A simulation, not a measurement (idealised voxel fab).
Process module, titled voxel local oxidation
Shown is cross-section cut, with a width of 205 nm and square cells of size 5 nm.
When this document writes out a cross-section, it uses a grid of square cells and lists it as bands, beginning at the top and moving down, with a band standing for one or more rows of cells. What a band's entry tells you: where the top is and where the bottom is, as heights in nm, and after that what lies inside, material by material from left to right, each with its width in nm. Empty space is written as the word "air", and a single material marked with the word "edge to edge" occupies the band from edge to edge. We count height from 0. Below that, the starting wafer is all one material. The lowest band never ends at the bottom but goes on down; see "0 -> down" for how that is written. The notation "30 to 40" denotes a width that varies across the rows of cells in the band, beginning at the first number in the top row, finishing at the second number in the bottom row, and changing by an identical amount from each row to the next. Where a step carries "remained unchanged", the cross-section came out of it unchanged, cell for cell. So "Entrapped void list" is basically the list of trapped voids: any empty space of 8 cells or more that can't reach the top through an opening. They're written width x height at distance, the distance being from the left edge, and it's all nm. It should be noted that, on the line of a given step, the content following the step's settings is a remark produced by the simulator itself with respect to that step. The setting "overlay nm" may be written on the line of a step. When the step uses a mask, the value reports how far to the right of the planned place the mask lay, and a negative value reports that it lay to the left.
Planned process steps
1,RECEIVE [material Si]
2,CONFORMAL_DEP [material SiO2] [thk nm 5]
3,CONFORMAL_DEP [material SiN] [thk nm 10]
4,DIRECTIONAL_DEP [material aC] [thk nm 15]
5,PATTERN [tone cover] [mask id ACTIVE] [material resist] [width nm 105] [thk nm 30] [overlay nm 0]
6,DIRECTIONAL_ETCH [etch materials aC] [depth nm 15]
7,STRIP [etch materials resist]
8,DIRECTIONAL_ETCH [etch materials SiN] [depth nm 10]
9,STRIP [etch materials aC]
10,SELECTIVE_ETCH [etch materials SiO2] [depth nm 5]
11,OXIDIZE [depth nm 15]
12,STRIP [etch materials SiN]
first wafer, as planned
Delivered wafer in cross-section: state after step 1
- 0 -> down = Si edge to edge
- Entrapped void list: none
The wafer, seen in cross-section, after step 2
- 5 -> 0 = SiO2 edge to edge
- Anything lower than 0 is untouched.
The wafer, seen in cross-section, after step 3
- 15 -> 5 = SiN edge to edge
- Anything lower than 5 is untouched.
The wafer, seen in cross-section, after step 4
- 30 -> 15 = aC edge to edge
- Anything lower than 15 is untouched.
The wafer, seen in cross-section, after step 5
- 60 -> 30 = air 50 nm | resist 105 nm | air 50 nm
- Anything lower than 30 is untouched.
The wafer, seen in cross-section, after step 6
- 45 -> 30 = air 50 nm | resist 105 nm | air 50 nm
- 30 -> 15 = air 50 nm | aC 105 nm | air 50 nm
- Anything lower than 15 is untouched.
The wafer, seen in cross-section, after step 7
- 30 -> 15 = air 50 nm | aC 105 nm | air 50 nm
- Anything lower than 15 is untouched.
The wafer, seen in cross-section, after step 8
- 30 -> 15 = air 50 nm | aC 105 nm | air 50 nm
- 15 -> 5 = air 50 nm | SiN 105 nm | air 50 nm
- Anything lower than 5 is untouched.
The wafer, seen in cross-section, after step 9
- 15 -> 5 = air 50 nm | SiN 105 nm | air 50 nm
- Anything lower than 5 is untouched.
The wafer, seen in cross-section, after step 10
- 15 -> 5 = air 50 nm | SiN 105 nm | air 50 nm
- 5 -> 0 = air 55 nm | SiO2 95 nm | air 55 nm
- Anything lower than 0 is untouched.
The wafer, seen in cross-section, after step 11
- 15 -> 5 = air 50 nm | SiN 105 nm | air 50 nm
- 5 -> 0 = air 55 nm | SiO2 95 nm | air 55 nm
- 0 -> -15 = SiO2 70 nm | Si 65 nm | SiO2 70 nm
- Anything lower than -15 is untouched.
The wafer, seen in cross-section, after step 12
- 5 -> 0 = air 55 nm | SiO2 95 nm | air 55 nm
- Anything lower than 0 is untouched.
Notes, second wafer: start = first wafer's, plan = first wafer's, execution had one mistake; history identical to first through step 11
Cross-section of the second wafer at the time step 12 of the plan should have ended
- 5 -> 0 = air 55 nm | SiO2 95 nm | air 55 nm
- Anything lower than 0 is untouched.
Diagnosis: execution of plan step 12 occurred twice
If you compare the two wafers at the end, their cross-sections are the same, so as far as this model is concerned the mistake changes nothing.
